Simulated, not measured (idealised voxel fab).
The process module presented herein is designated voxel trench capacitor.
140 nm wide, 5 nm square cells: that's cross-section cut.
Throughout this document, each cross-section is represented as a grid of square cells and is presented as a sequence of bands enumerated from the top downward, where a band comprises one or more rows of cells.
It is stipulated that each band's entry specify, in nanometres, the height of the top of the band and then that of its bottom, followed by the materials of the band in left-to-right sequence, each together with its width in nanometres. A single material marked by the word "throughout" is understood to fill the band from edge to edge; the word "air" is understood to denote empty space.
Counting heights begins at 0, where everything beneath is, in the wafer as received, one material. The lowest band has no bottom; it goes on downwards, as "z 0 and below" shows.
The expression "30..40" gives the width at the extremes of the band, the first number at its top row of cells and the second at its bottom row, with the width changing by equal amounts from each row to the next in between.
When a step is marked "no modification", none of the cells in the cross-section changed during that step.
What "closed voids" gives you is every empty space of 8 cells or more that is cut off from the top. Each appears as width x height at distance, with the distance taken from the left edge and width, height and distance all in nm.
Post-settings text on a step line: simulator's own remark regarding the step.
overlay nm: mask offset rightward from planned place, masked step; negative means leftward offset.
## The process steps that were planned are listed below
1 RECEIVE (material Si)
2 CONFORMAL_DEP (material SiN; thk nm 10)
3 DIRECTIONAL_DEP (material aC; thk nm 10)
4 PATTERN (tone open; mask id TRENCH; material resist; width nm 15; pitch nm 35; thk nm 25; overlay nm 0)
5 DIRECTIONAL_ETCH (etch materials aC; depth nm 10)
6 STRIP (etch materials resist)
7 DIRECTIONAL_ETCH (etch materials SiN; depth nm 10)
8 DIRECTIONAL_ETCH (etch materials Si; depth nm 25)
9 STRIP (etch materials aC)
10 CONFORMAL_DEP (material SiO2; thk nm 5)
11 FILL_DEP (material polySi; thk nm 10)
12 CMP (height nm 10)
## Shown in cross-section is the wafer as received, that is, as it stands after step 1
- z 0 and below: Si throughout
- closed voids: none
## Here's the wafer cut in cross-section after the module, started and planned just like above, except one thing was done wrong in the run
- z 10 to 0: SiN 25 nm / SiO2 5 nm / polySi 10 nm / SiO2 5 nm / SiN 15 nm / SiO2 5 nm / polySi 10 nm / SiO2 5 nm / SiN 15 nm / SiO2 5 nm / polySi 10 nm / SiO2 5 nm / SiN 25 nm
- z 0 to -20: Si 25 nm / SiO2 5 nm / polySi 10 nm / SiO2 5 nm / Si 15 nm / SiO2 5 nm / polySi 10 nm / SiO2 5 nm / Si 15 nm / SiO2 5 nm / polySi 10 nm / SiO2 5 nm / Si 25 nm
- z -20 to -25: Si 25 nm / SiO2 20 nm / Si 15 nm / SiO2 20 nm / Si 15 nm / SiO2 20 nm / Si 25 nm
- z -25 and below: Si throughout
- closed voids: none
Against the plan, the run slipped here: note that step 4 departed from the planned setting and was carried out as PATTERN (tone open; mask id TRENCH; material resist; width nm 20; pitch nm 35; thk nm 25; overlay nm 0)
